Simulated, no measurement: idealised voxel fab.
Presented below is a process module, voxel self aligned vias.
The cross-section shown here is cut; it is 175 nm wide and divided into square cells measuring 5 nm on a side.
How to read a cross-section here: the picture is a grid of square cells, written as bands going from the top down, and any band can span one or more rows of cells. Quick guide to a band line: top height, bottom height (nm) up front; then every material left to right with its width in nm. Only one material and it's marked "full width"? Then it fills the band edge to edge. And "empty" just means empty space. Height reference: 0 = level under which incoming wafer is all one material. Lowest band: no bottom, runs on downward, e.g. "0 and below". Graded width ("30..40"): value in top row of band = first number; value in bottom row = second number; row-to-row change constant. "no alteration" -> step changed no cross-section cell. "Closed void table" specifies each empty space that is not open to the top and that occupies no fewer than 8 cells, using the form width x height at distance, the distance measured from the left edge and all three quantities in nm. Past the settings on a step's line: simulator remark, on that step. When a step includes a mask, the "overlay nm" setting on its line states how far to the right of its planned place that mask lay, and negative values state how far to the left.
STEPS PLANNED FOR THE PROCESS
| 1 | RECEIVE: material Si |
| 2 | CONFORMAL_DEP: material SiO2, thk nm 15 |
| 3 | CONFORMAL_DEP: material SiCN, thk nm 5 |
| 4 | DIRECTIONAL_DEP: material lowk, thk nm 30 |
| 5 | DIRECTIONAL_DEP: material aC, thk nm 15 |
| 6 | PATTERN: tone open, mask id LINES, material resist, width nm 25, pitch nm 65, thk nm 35, overlay nm 0 |
| 7 | DIRECTIONAL_ETCH: etch materials aC, depth nm 15 |
| 8 | STRIP: etch materials resist |
| 9 | DIRECTIONAL_ETCH: etch materials lowk, depth nm 30 |
| 10 | STRIP: etch materials aC |
| 11 | CONFORMAL_DEP: material TiN, thk nm 5 |
| 12 | FILL_DEP: material W, thk nm 5 |
| 13 | CMP: height nm 50 |
| 14 | SELECTIVE_ETCH: etch materials W Ru TiN, depth nm 10 |
| 15 | FILL_DEP: material SiN, thk nm 10 |
| 16 | CMP: height nm 50 |
| 17 | DIRECTIONAL_DEP: material lowk, thk nm 20 |
| 18 | DIRECTIONAL_DEP: material aC, thk nm 10 |
| 19 | PATTERN: tone open, mask id VIAS, material resist, width nm 35, thk nm 30, overlay nm 0 |
| 20 | DIRECTIONAL_ETCH: etch materials aC, depth nm 10 |
| 21 | STRIP: etch materials resist |
| 22 | DIRECTIONAL_ETCH: etch materials lowk, depth nm 20 |
| 23 | DIRECTIONAL_ETCH: etch materials SiN, depth nm 10 |
| 24 | STRIP: etch materials aC |
| 25 | CONFORMAL_DEP: material TiN, thk nm 5 |
| 26 | FILL_DEP: material W, thk nm 10 |
| 27 | CMP: height nm 70 |
| 28 | CONFORMAL_DEP: material SiN, thk nm 5 |
Keep in mind the plan's value for the thk nm of step 11 comes from the first wafer; the wafers don't share that setting, but they do share the same starting point.
AFTER STEP 1, AS RECEIVED: FIRST OF SEVERAL WAFERS, CROSS-SECTION
	0 and below | Si full width
	Closed void table: none
EACH WAFER AT THE END: CELLS OF EACH MATERIAL GAINED (+) OR LOST (-) SINCE IT WAS RECEIVED, THEN ITS CLOSED VOIDS
thk nm 5; +35 SiCN; +45 SiN; +105 SiO2; +39 TiN; +39 W; +262 lowk; Closed void table: none
thk nm 10; +35 SiCN; +45 SiN; +105 SiO2; +53 TiN; +25 W; +262 lowk; Closed void table: none
thk nm 15; +35 SiCN; +45 SiN; +105 SiO2; +57 TiN; +21 W; +262 lowk; Closed void table: none
thk nm 20; +35 SiCN; +45 SiN; +105 SiO2; +57 TiN; +21 W; +262 lowk; Closed void table: none
